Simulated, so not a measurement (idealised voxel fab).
Title: Process Module voxel self aligned contacts
Cross-section cut spans 250 nm and uses square cells 5 nm in size.
A cross-section is a grid of square cells, given in bands from the top down. A band is one or more rows of cells. Band entry format. Leading values: height of top, height of bottom, nm. Remainder: materials in left-to-right order, each with its width in nm. Special words: "edge to edge" on a single material, which then fills the band edge to edge; "blank", empty space. Heights are measured from 0, the level below which the as-received wafer is all one material; the lowest band has no bottom and continues downward, written as in "0 and below". A width such as "30..40" changes by the same amount from each row of cells to the next, from the band's top row to its bottom row. "remained the same" means the step left every cell of the cross-section as it was. The entry "Catalogued sealed voids" lists the empty spaces that cover at least 8 cells and have no open path to the top. Each is written as width x height at distance, where the distance is measured from the left edge and all three values are in nm. The remark found on a step's line after its settings is issued by the simulator itself and pertains to that step. overlay nm: for a step with a mask, the amount by which the mask lay right of where it was planned; a negative amount means left of it.
Process steps foreseen in the plan
1: RECEIVE | material Si
2: OXIDIZE | depth nm 5
3: DIRECTIONAL_DEP | material polySi | thk nm 25
4: DIRECTIONAL_DEP | material SiN | thk nm 25
5: DIRECTIONAL_DEP | material aC | thk nm 15
6: PATTERN | tone cover | mask id GATE | material resist | width nm 25 | pitch nm 65 | thk nm 30 | overlay nm 0
7: DIRECTIONAL_ETCH | etch materials aC | depth nm 15
8: STRIP | etch materials resist
9: DIRECTIONAL_ETCH | etch materials SiN | depth nm 25
10: DIRECTIONAL_ETCH | etch materials polySi | depth nm 25
11: STRIP | etch materials aC
12: CONFORMAL_DEP | material SiN | thk nm 10
13: DIRECTIONAL_ETCH | etch materials SiN | depth nm 10
14: FILL_DEP | material SiO2 | thk nm 15
15: CMP | height nm 60
16: PATTERN | tone open | mask id CONTACT | material resist | width nm 50 | pitch nm 65 | thk nm 20 | overlay nm 0
17: DIRECTIONAL_ETCH | etch materials SiO2 | depth nm 65
18: STRIP | etch materials resist
19: CONFORMAL_DEP | material TiN | thk nm 5
20: FILL_DEP | material W | thk nm 5
21: CMP | height nm 60
22: CONFORMAL_DEP | material SiN | thk nm 5
This is the cross-section of the wafer as we received it, i.e. after step 1
    0 and below  Si edge to edge
    Catalogued sealed voids: none
Run as planned - first of the two wafers cross-sectioned at the end of the module
    65 down to 60  SiN edge to edge
    60 down to 50  SiO2 65 nm; TiN 5..20 nm; W 40..10 nm; TiN 5..20 nm; SiO2 15 nm; TiN 5..20 nm; W 40..10 nm; TiN 5..20 nm; SiO2 70 nm
    50 down to 25  SiO2 35 nm; SiN 45 nm; TiN 5 nm; W 10 nm; TiN 5 nm; SiN 45 nm; TiN 5 nm; W 10 nm; TiN 5 nm; SiN 45 nm; SiO2 40 nm
    25 down to 0  SiO2 35 nm; SiN 10 nm; polySi 25 nm; SiN 10 nm; TiN 5 nm; W 10 nm; TiN 5 nm; SiN 10 nm; polySi 25 nm; SiN 10 nm; TiN 5 nm; W 10 nm; TiN 5 nm; SiN 10 nm; polySi 25 nm; SiN 10 nm; SiO2 40 nm
    0 down to -5  SiO2 80 nm; TiN 20 nm; SiO2 45 nm; TiN 20 nm; SiO2 85 nm
    -5 and below  Si edge to edge
    Catalogued sealed voids: none
Wafer two (of two), end-of-module cross-section: start = wafer one, plan = wafer one, one run mistake
    65 down to 60  SiN edge to edge
    60 down to 55  W 60 nm; TiN 5 nm; SiO2 50 nm; TiN 5 nm; W 5 nm; TiN 5 nm; SiO2 50 nm; TiN 5 nm; W 65 nm
    55 down to 50  W 30 nm; TiN 35 nm; SiO2 50 nm; TiN 15 nm; SiO2 50 nm; TiN 35 nm; W 35 nm
    50 down to 25  W 30 nm; TiN 5 nm; SiN 45 nm; SiO2 20 nm; SiN 45 nm; SiO2 20 nm; SiN 45 nm; TiN 5 nm; W 35 nm
    25 down to 0  W 30 nm; TiN 5 nm; SiN 10 nm; polySi 25 nm; SiN 10 nm; SiO2 20 nm; SiN 10 nm; polySi 25 nm; SiN 10 nm; SiO2 20 nm; SiN 10 nm; polySi 25 nm; SiN 10 nm; TiN 5 nm; W 35 nm
    0 down to -5  TiN 35 nm; SiO2 175 nm; TiN 40 nm
    -5 and below  Si edge to edge
    Catalogued sealed voids: none
Nonconformance to the process plan: step 16 ran with different settings than intended, the actual operation and settings being PATTERN | tone cover | mask id CONTACT | material resist | width nm 50 | pitch nm 65 | thk nm 20 | overlay nm 0
Final cells, second wafer relative to first, materials higher or lower: SiO2: 97 fewer | TiN: 12 fewer | W: 109 more
